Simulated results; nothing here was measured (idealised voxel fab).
The following process module bears the name voxel air gaps.
Square cell edge 5 nm, section width 155 nm, ID cut.
In what follows, cross-sections appear as grids of square cells, described through bands that run from the top down, where every band is one or more rows of cells. Basically the band line says how high the top is and how high the bottom is, in nm, and then what's in it from left to right, every material with its width in nm. Empty space shows up as "empty", and if a single material carries "everywhere" it runs the full band edge to edge. Height 0 is the level under which the wafer as received is all one material. The lowest band goes on downwards, as in "0 nm and below". When a width is written as two numbers, as in "30 to 40", the first number is the width in the top row of cells of the band and the second is the width in its bottom row, and the width changes by the same amount from each row to the next. "everything unchanged" means the step left every cell of the cross-section as it was. "Closed cavities" - sealed voids, min. 8 cells, no opening to top; format: width x height at distance (distance from left edge; nm throughout). It should be noted that, on the line of a given step, the content following the step's settings is a remark produced by the simulator itself with respect to that step. If you see "overlay nm" on a step's line and that step has a mask, it's telling you how far right of where it was planned the mask ended up; a negative number means it went left instead.

-- Steps planned for the process
1) RECEIVE, material Si
2) CONFORMAL_DEP, material SiO2, thk nm 10
3) CONFORMAL_DEP, material SiN, thk nm 5
4) DIRECTIONAL_DEP, material SiO2, thk nm 30
5) DIRECTIONAL_DEP, material aC, thk nm 10
6) PATTERN, tone open, mask id LINES, material resist, width nm 20, pitch nm 45, thk nm 30, overlay nm 0
7) DIRECTIONAL_ETCH, etch materials aC, depth nm 10
8) STRIP, etch materials resist
9) DIRECTIONAL_ETCH, etch materials SiO2, depth nm 30
10) STRIP, etch materials aC
11) CONFORMAL_DEP, material TiN, thk nm 5
12) FILL_DEP, material Ru, thk nm 5
13) CMP, height nm 45
14) EPI, material Ru, thk nm 10
15) SELECTIVE_ETCH, etch materials SiO2, depth nm 40
16) CONFORMAL_DEP, material SiCN, thk nm 5

-- Incoming wafer, cross-sectional view, post step 1
	0 nm and below: Si everywhere
	Closed cavities: none

-- First of two wafers, end-of-module section, run followed plan
	60 nm to 55 nm: empty (5), SiCN (140), empty (10)
	55 nm to 45 nm: empty (5), SiCN (5), Ru (40), SiCN (5), Ru (40), SiCN (5), Ru (40), SiCN (5), empty (10)
	45 nm to 40 nm: empty (5), SiCN (15), TiN (5), Ru (10), TiN (5), SiCN (25), TiN (5), Ru (10), TiN (5), SiCN (25), TiN (5), Ru (10), TiN (5), SiCN (15), empty (10)
	40 nm to 20 nm: empty (15), SiCN (5), TiN (5), Ru (10), TiN (5), SiCN (5), empty (15), SiCN (5), TiN (5), Ru (10), TiN (5), SiCN (5), empty (15), SiCN (5), TiN (5), Ru (10), TiN (5), SiCN (5), empty (20)
	20 nm to 15 nm: SiCN (20), TiN (20), SiCN (25), TiN (20), SiCN (25), TiN (20), SiCN (25)
	15 nm to 10 nm: SiN everywhere
	10 nm to 0 nm: SiO2 everywhere
	0 nm and below: Si everywhere
	Closed cavities: 15 x 20 at 45; 15 x 20 at 90

-- Second wafer through the module, sectioned at the end: same beginning and same plan as the first wafer, with one mistake in carrying it out
	60 nm to 55 nm: SiCN everywhere
	55 nm to 45 nm: Ru everywhere
	45 nm to 20 nm: Ru (15), TiN (5), SiO2 (20), TiN (5), Ru (15), TiN (5), SiO2 (20), TiN (5), Ru (15), TiN (5), SiO2 (20), TiN (5), Ru (20)
	20 nm to 15 nm: TiN (20), SiO2 (20), TiN (25), SiO2 (20), TiN (25), SiO2 (20), TiN (25)
	15 nm to 10 nm: SiN everywhere
	10 nm to 0 nm: SiO2 everywhere
	0 nm and below: Si everywhere
	Closed cavities: none
Short version of what went wrong: the process deviated at step 6: the operation and settings actually run there were PATTERN, tone cover, mask id LINES, material resist, width nm 20, pitch nm 45, thk nm 30, overlay nm 0
End check, counted in cells, second wafer has more or fewer of these materials than the first: 49 more of Ru, 64 fewer of SiCN, 72 more of SiO2, 7 more of TiN
Wafer, first: 2 closed voids at end. Wafer, second: 0.
